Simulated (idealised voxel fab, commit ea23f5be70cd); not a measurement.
voxel self aligned vias: a process module
It is cross-section cut that appears here, measuring 235 nm in width, its square cells being 5 nm in size.
If you're reading a cross-section in this doc, picture square cells in a grid; it comes to you as bands, top ones listed first down to the bottom, and a band can be one or more rows of cells. Band: top and bottom heights (nm) first, top before bottom; then materials from left to right, widths in nm. "everywhere" marks a sole material filling the band edge to edge. "air" denotes empty space. The reference from which all heights are counted is 0, the level beneath which the as-received wafer is entirely one material; the lowest band, having no lower bound, proceeds downward and is written after the example "0 nm and below". The expression "30 to 40" gives the width at the extremes of the band, the first number at its top row of cells and the second at its bottom row, with the width changing by equal amounts from each row to the next in between. "left unchanged" for a step: no cell of the cross-section changed in that step. Look at "Sealed internal voids" for the closed voids: empty spaces with no open path to the top, sized 8 cells or up. Each is width x height at distance, distance from the left edge, all nm. If you see something after the settings on a step's line, that's the simulator's own remark about that step. overlay nm: where the mask lay relative to plan, measured to the right, on steps with a mask; negatives go left.

## Steps planned for the process
1 RECEIVE, material Si
2 CONFORMAL_DEP, material SiO2, thk nm 15
3 CONFORMAL_DEP, material SiCN, thk nm 5
4 DIRECTIONAL_DEP, material lowk, thk nm 30
5 DIRECTIONAL_DEP, material aC, thk nm 15
6 PATTERN, tone open, mask id LINES, material resist, width nm 20, pitch nm 60, thk nm 35, overlay nm 0
7 DIRECTIONAL_ETCH, etch materials aC, depth nm 15
8 STRIP, etch materials resist
9 DIRECTIONAL_ETCH, etch materials lowk, depth nm 30
10 STRIP, etch materials aC
11 CONFORMAL_DEP, material TiN, thk nm 5
12 FILL_DEP, material Ru, thk nm 5
13 CMP, height nm 50
14 SELECTIVE_ETCH, etch materials W Ru TiN, depth nm 5
15 FILL_DEP, material SiN, thk nm 5
16 CMP, height nm 50
17 DIRECTIONAL_DEP, material lowk, thk nm 20
18 PATTERN, tone open, mask id VIAS, material resist, width nm 30, pitch nm 60, thk nm 15, overlay nm 0
19 DIRECTIONAL_ETCH, etch materials lowk, depth nm 20
20 DIRECTIONAL_ETCH, etch materials SiN, depth nm 5
21 STRIP, etch materials resist
22 CONFORMAL_DEP, material TiN, thk nm 5
23 FILL_DEP, material Cu, thk nm 10
24 CMP, height nm 70
25 CONFORMAL_DEP, material SiCN, thk nm 5

## Concerning the first of two wafers, which was run in accordance with the plan

## This is the cross-section of the wafer as we received it, i.e. after step 1
    0 nm and below: Si everywhere
    Sealed internal voids: none

## Presented here is a cross-section of the wafer after step 2 has been performed
    15 nm to 0 nm: SiO2 everywhere
    Rest of section, below 0: as before.

## Presented here is a cross-section of the wafer after step 3 has been performed
    20 nm to 15 nm: SiCN everywhere
    Rest of section, below 15: as before.

## Presented here is a cross-section of the wafer after step 4 has been performed
    50 nm to 20 nm: lowk everywhere
    Rest of section, below 20: as before.

## Presented here is a cross-section of the wafer after step 5 has been performed
    65 nm to 50 nm: aC everywhere
    Rest of section, below 50: as before.

## Presented here is a cross-section of the wafer after step 6 has been performed
    100 nm to 65 nm: 75 of resist; 20 of air; 40 of resist; 20 of air; 80 of resist
    Rest of section, below 65: as before.

## Presented here is a cross-section of the wafer after step 7 has been performed
    85 nm to 65 nm: 75 of resist; 20 of air; 40 of resist; 20 of air; 80 of resist
    65 nm to 50 nm: 75 of aC; 20 of air; 40 of aC; 20 of air; 80 of aC
    Rest of section, below 50: as before.

## Presented here is a cross-section of the wafer after step 8 has been performed
    65 nm to 50 nm: 75 of aC; 20 of air; 40 of aC; 20 of air; 80 of aC
    Rest of section, below 50: as before.

## Presented here is a cross-section of the wafer after step 9 has been performed
    65 nm to 50 nm: 75 of aC; 20 of air; 40 of aC; 20 of air; 80 of aC
    50 nm to 20 nm: 75 of lowk; 20 of air; 40 of lowk; 20 of air; 80 of lowk
    Rest of section, below 20: as before.

## Presented here is a cross-section of the wafer after step 10 has been performed
    50 nm to 20 nm: 75 of lowk; 20 of air; 40 of lowk; 20 of air; 80 of lowk
    Rest of section, below 20: as before.

## Presented here is a cross-section of the wafer after step 11 has been performed
    55 nm to 50 nm: 80 of TiN; 10 of air; 50 of TiN; 10 of air; 85 of TiN
    50 nm to 25 nm: 75 of lowk; 5 of TiN; 10 of air; 5 of TiN; 40 of lowk; 5 of TiN; 10 of air; 5 of TiN; 80 of lowk
    25 nm to 20 nm: 75 of lowk; 20 of TiN; 40 of lowk; 20 of TiN; 80 of lowk
    Rest of section, below 20: as before.

## Presented here is a cross-section of the wafer after step 12 has been performed
    60 nm to 55 nm: Ru everywhere
    55 nm to 50 nm: 80 of TiN; 10 of Ru; 50 of TiN; 10 of Ru; 85 of TiN
    50 nm to 25 nm: 75 of lowk; 5 of TiN; 10 of Ru; 5 of TiN; 40 of lowk; 5 of TiN; 10 of Ru; 5 of TiN; 80 of lowk
    Rest of section, below 25: as before.

## Presented here is a cross-section of the wafer after step 13 has been performed
    50 nm to 25 nm: 75 of lowk; 5 of TiN; 10 of Ru; 5 of TiN; 40 of lowk; 5 of TiN; 10 of Ru; 5 of TiN; 80 of lowk
    Rest of section, below 25: as before.

## Presented here is a cross-section of the wafer after step 14 has been performed
    50 nm to 45 nm: 75 of lowk; 20 of air; 40 of lowk; 20 of air; 80 of lowk
    Rest of section, below 45: as before.

## Presented here is a cross-section of the wafer after step 15 has been performed
    55 nm to 50 nm: SiN everywhere
    50 nm to 45 nm: 75 of lowk; 20 of SiN; 40 of lowk; 20 of SiN; 80 of lowk
    Rest of section, below 45: as before.

## Presented here is a cross-section of the wafer after step 16 has been performed
    50 nm to 45 nm: 75 of lowk; 20 of SiN; 40 of lowk; 20 of SiN; 80 of lowk
    Rest of section, below 45: as before.

## Presented here is a cross-section of the wafer after step 17 has been performed
    70 nm to 50 nm: lowk everywhere
    Rest of section, below 50: as before.

## Presented here is a cross-section of the wafer after step 18 has been performed
    85 nm to 70 nm: 70 of resist; 30 of air; 30 of resist; 30 of air; 75 of resist
    Rest of section, below 70: as before.

## Presented here is a cross-section of the wafer after step 19 has been performed
    85 nm to 70 nm: 70 of resist; 30 of air; 30 of resist; 30 of air; 75 of resist
    70 nm to 50 nm: 70 of lowk; 30 of air; 30 of lowk; 30 of air; 75 of lowk
    Rest of section, below 50: as before.

## Presented here is a cross-section of the wafer after step 20 has been performed
    85 nm to 70 nm: 70 of resist; 30 of air; 30 of resist; 30 of air; 75 of resist
    70 nm to 50 nm: 70 of lowk; 30 of air; 30 of lowk; 30 of air; 75 of lowk
    50 nm to 45 nm: 75 of lowk; 20 of air; 40 of lowk; 20 of air; 80 of lowk
    Rest of section, below 45: as before.

## Presented here is a cross-section of the wafer after step 21 has been performed
    70 nm to 50 nm: 70 of lowk; 30 of air; 30 of lowk; 30 of air; 75 of lowk
    Rest of section, below 50: as before.

## Presented here is a cross-section of the wafer after step 22 has been performed
    75 nm to 70 nm: 75 of TiN; 20 of air; 40 of TiN; 20 of air; 80 of TiN
    70 nm to 55 nm: 70 of lowk; 5 of TiN; 20 of air; 5 of TiN; 30 of lowk; 5 of TiN; 20 of air; 5 of TiN; 75 of lowk
    55 nm to 50 nm: 70 of lowk; 10 of TiN; 10 of air; 10 of TiN; 30 of lowk; 10 of TiN; 10 of air; 10 of TiN; 75 of lowk
    50 nm to 45 nm: 75 of lowk; 20 of TiN; 40 of lowk; 20 of TiN; 80 of lowk
    Rest of section, below 45: as before.

## Presented here is a cross-section of the wafer after step 23 has been performed
    85 nm to 75 nm: Cu everywhere
    75 nm to 70 nm: 75 of TiN; 20 of Cu; 40 of TiN; 20 of Cu; 80 of TiN
    70 nm to 55 nm: 70 of lowk; 5 of TiN; 20 of Cu; 5 of TiN; 30 of lowk; 5 of TiN; 20 of Cu; 5 of TiN; 75 of lowk
    55 nm to 50 nm: 70 of lowk; 10 of TiN; 10 of Cu; 10 of TiN; 30 of lowk; 10 of TiN; 10 of Cu; 10 of TiN; 75 of lowk
    Rest of section, below 50: as before.

## Presented here is a cross-section of the wafer after step 24 has been performed
    70 nm to 55 nm: 70 of lowk; 5 of TiN; 20 of Cu; 5 of TiN; 30 of lowk; 5 of TiN; 20 of Cu; 5 of TiN; 75 of lowk
    Rest of section, below 55: as before.

## Presented here is a cross-section of the wafer after step 25 has been performed
    75 nm to 70 nm: SiCN everywhere
    Rest of section, below 70: as before.

## Second wafer - shared start and plan with the first - one error in running - same as the first up to step 18 inclusive

## Second wafer shown in cross-section at the time step 19 was slated to end
    85 nm to 70 nm: 70 of resist; 30 of air; 30 of resist; 30 of air; 75 of resist
    70 nm to 50 nm: 70 of lowk; 30 of air; 30 of lowk; 30 of air; 75 of lowk
    50 nm to 45 nm: 70 of lowk; 5 of air; 20 of SiN; 5 of air; 30 of lowk; 5 of air; 20 of SiN; 5 of air; 75 of lowk
    Rest of section, below 45: as before.

## Second wafer shown in cross-section at the time step 20 was slated to end
    85 nm to 70 nm: 70 of resist; 30 of air; 30 of resist; 30 of air; 75 of resist
    70 nm to 45 nm: 70 of lowk; 30 of air; 30 of lowk; 30 of air; 75 of lowk
    Rest of section, below 45: as before.

## Second wafer shown in cross-section at the time step 21 was slated to end
    70 nm to 45 nm: 70 of lowk; 30 of air; 30 of lowk; 30 of air; 75 of lowk
    Rest of section, below 45: as before.

## Second wafer shown in cross-section at the time step 22 was slated to end
    75 nm to 70 nm: 75 of TiN; 20 of air; 40 of TiN; 20 of air; 80 of TiN
    70 nm to 50 nm: 70 of lowk; 5 of TiN; 20 of air; 5 of TiN; 30 of lowk; 5 of TiN; 20 of air; 5 of TiN; 75 of lowk
    50 nm to 45 nm: 70 of lowk; 30 of TiN; 30 of lowk; 30 of TiN; 75 of lowk
    Rest of section, below 45: as before.

## Second wafer shown in cross-section at the time step 23 was slated to end
    85 nm to 75 nm: Cu everywhere
    75 nm to 70 nm: 75 of TiN; 20 of Cu; 40 of TiN; 20 of Cu; 80 of TiN
    70 nm to 50 nm: 70 of lowk; 5 of TiN; 20 of Cu; 5 of TiN; 30 of lowk; 5 of TiN; 20 of Cu; 5 of TiN; 75 of lowk
    Rest of section, below 50: as before.

## Second wafer shown in cross-section at the time step 24 was slated to end
    70 nm to 50 nm: 70 of lowk; 5 of TiN; 20 of Cu; 5 of TiN; 30 of lowk; 5 of TiN; 20 of Cu; 5 of TiN; 75 of lowk
    Rest of section, below 50: as before.

## Second wafer shown in cross-section at the time step 25 was slated to end
    75 nm to 70 nm: SiCN everywhere
    Rest of section, below 70: as before.
The mistake made against the process plan was this: contrary to plan, step 19 was performed as DIRECTIONAL_ETCH, etch materials lowk, depth nm 25
The second wafer ends with more or fewer cells of some materials than the first, per final count: Cu +4; lowk -4
